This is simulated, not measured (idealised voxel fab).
Process module heading - voxel self aligned vias
We display cut, a cross-section 235 nm in width whose square cells are each 5 nm.
Cross-section layout: square cells on a grid; listed as bands, top to bottom; a band spans one or more cell rows.
It is stipulated that each band's entry specify, in nanometres, the height of the top of the band and then that of its bottom, followed by the materials of the band in left-to-right sequence, each together with its width in nanometres. A single material marked by the word "everywhere" is understood to fill the band from edge to edge; the word "air" is understood to denote empty space.
Below 0: as-received wafer, all one material; heights counted from there. Lowest band: no bottom, goes on down, written "0..down".
Width: "30 to 40" (first number = top row, second number = bottom row, same change from row to row of cells).
No cell of the cross-section changed in a step that is given as "nothing altered".
The entry "Closed internal cavities" lists the empty spaces that cover at least 8 cells and have no open path to the top. Each is written as width x height at distance, where the distance is measured from the left edge and all three values are in nm.
The remark found on a step's line after its settings is issued by the simulator itself and pertains to that step.
The "overlay nm" setting may appear on a step's line; for a step that uses a mask, it gives how far to the right of its planned position the mask lay, and a negative value indicates the left.
-- Planned step list for the process
1,RECEIVE [material Si]
2,CONFORMAL_DEP [material SiO2] [thk nm 10]
3,CONFORMAL_DEP [material SiCN] [thk nm 5]
4,DIRECTIONAL_DEP [material lowk] [thk nm 30]
5,PATTERN [tone open] [mask id LINES] [material resist] [width nm 25] [pitch nm 65] [thk nm 15] [overlay nm 0]
6,DIRECTIONAL_ETCH [etch materials lowk] [depth nm 30]
7,STRIP [etch materials resist]
8,CONFORMAL_DEP [material TiN] [thk nm 5]
9,FILL_DEP [material Ru] [thk nm 5]
10,CMP [height nm 45]
11,SELECTIVE_ETCH [etch materials W Ru TiN] [depth nm 5]
12,FILL_DEP [material SiN] [thk nm 5]
13,CMP [height nm 45]
14,DIRECTIONAL_DEP [material lowk] [thk nm 20]
15,MASKED_ETCH [tone open] [mask id VIAS] [width nm 35] [pitch nm 65] [etch materials lowk] [depth nm 20] [overlay nm 0]
16,MASKED_ETCH [tone open] [mask id VIAS] [width nm 35] [pitch nm 65] [etch materials SiN] [depth nm 5] [overlay nm 0]
17,CONFORMAL_DEP [material TiN] [thk nm 5]
18,FILL_DEP [material W] [thk nm 10]
19,CMP [height nm 65]
20,CONFORMAL_DEP [material SiN] [thk nm 5]
-- Cross-section, incoming material, after step 1
- 0..down = Si everywhere
- Closed internal cavities: none
-- Cross-sectional image of the first of two wafers at the end of the module, the run having proceeded as planned
- 70..65 = SiN everywhere
- 65..50 = lowk 35 nm / TiN 5 nm / W 25 nm / TiN 5 nm / lowk 30 nm / TiN 5 nm / W 25 nm / TiN 5 nm / lowk 30 nm / TiN 5 nm / W 25 nm / TiN 5 nm / lowk 35 nm
- 50..45 = lowk 35 nm / TiN 10 nm / W 15 nm / TiN 10 nm / lowk 30 nm / TiN 10 nm / W 15 nm / TiN 10 nm / lowk 30 nm / TiN 10 nm / W 15 nm / TiN 10 nm / lowk 35 nm
- 45..40 = lowk 40 nm / TiN 25 nm / lowk 40 nm / TiN 25 nm / lowk 40 nm / TiN 25 nm / lowk 40 nm
- 40..20 = lowk 40 nm / TiN 5 nm / Ru 15 nm / TiN 5 nm / lowk 40 nm / TiN 5 nm / Ru 15 nm / TiN 5 nm / lowk 40 nm / TiN 5 nm / Ru 15 nm / TiN 5 nm / lowk 40 nm
- 20..15 = lowk 40 nm / TiN 25 nm / lowk 40 nm / TiN 25 nm / lowk 40 nm / TiN 25 nm / lowk 40 nm
- 15..10 = SiCN everywhere
- 10..0 = SiO2 everywhere
- 0..down = Si everywhere
- Closed internal cavities: none
-- This is the second of the two wafers, cross-sectioned at the end of the module; it started exactly like the first and was given the same plan, but it was run with one mistake
- 70..65 = SiN everywhere
- 65..45 = lowk 35 nm / TiN 5 nm / W 25 nm / TiN 5 nm / lowk 30 nm / TiN 5 nm / W 25 nm / TiN 5 nm / lowk 30 nm / TiN 5 nm / W 25 nm / TiN 5 nm / lowk 35 nm
- 45..40 = lowk 35 nm / TiN 35 nm / lowk 30 nm / TiN 35 nm / lowk 30 nm / TiN 35 nm / lowk 35 nm
- 40..25 = lowk 35 nm / TiN 10 nm / Ru 15 nm / TiN 10 nm / lowk 30 nm / TiN 10 nm / Ru 15 nm / TiN 10 nm / lowk 30 nm / TiN 10 nm / Ru 15 nm / TiN 10 nm / lowk 35 nm
- 25..20 = lowk 40 nm / TiN 5 nm / Ru 15 nm / TiN 5 nm / lowk 40 nm / TiN 5 nm / Ru 15 nm / TiN 5 nm / lowk 40 nm / TiN 5 nm / Ru 15 nm / TiN 5 nm / lowk 40 nm
- 20..15 = lowk 40 nm / TiN 25 nm / lowk 40 nm / TiN 25 nm / lowk 40 nm / TiN 25 nm / lowk 40 nm
- 15..10 = SiCN everywhere
- 10..0 = SiO2 everywhere
- 0..down = Si everywhere
- Closed internal cavities: none
Processing error: step 15 was run twice
Final comparison by cell count, materials where the second wafer has more or fewer than the first: TiN +18 | W +6 | lowk -24
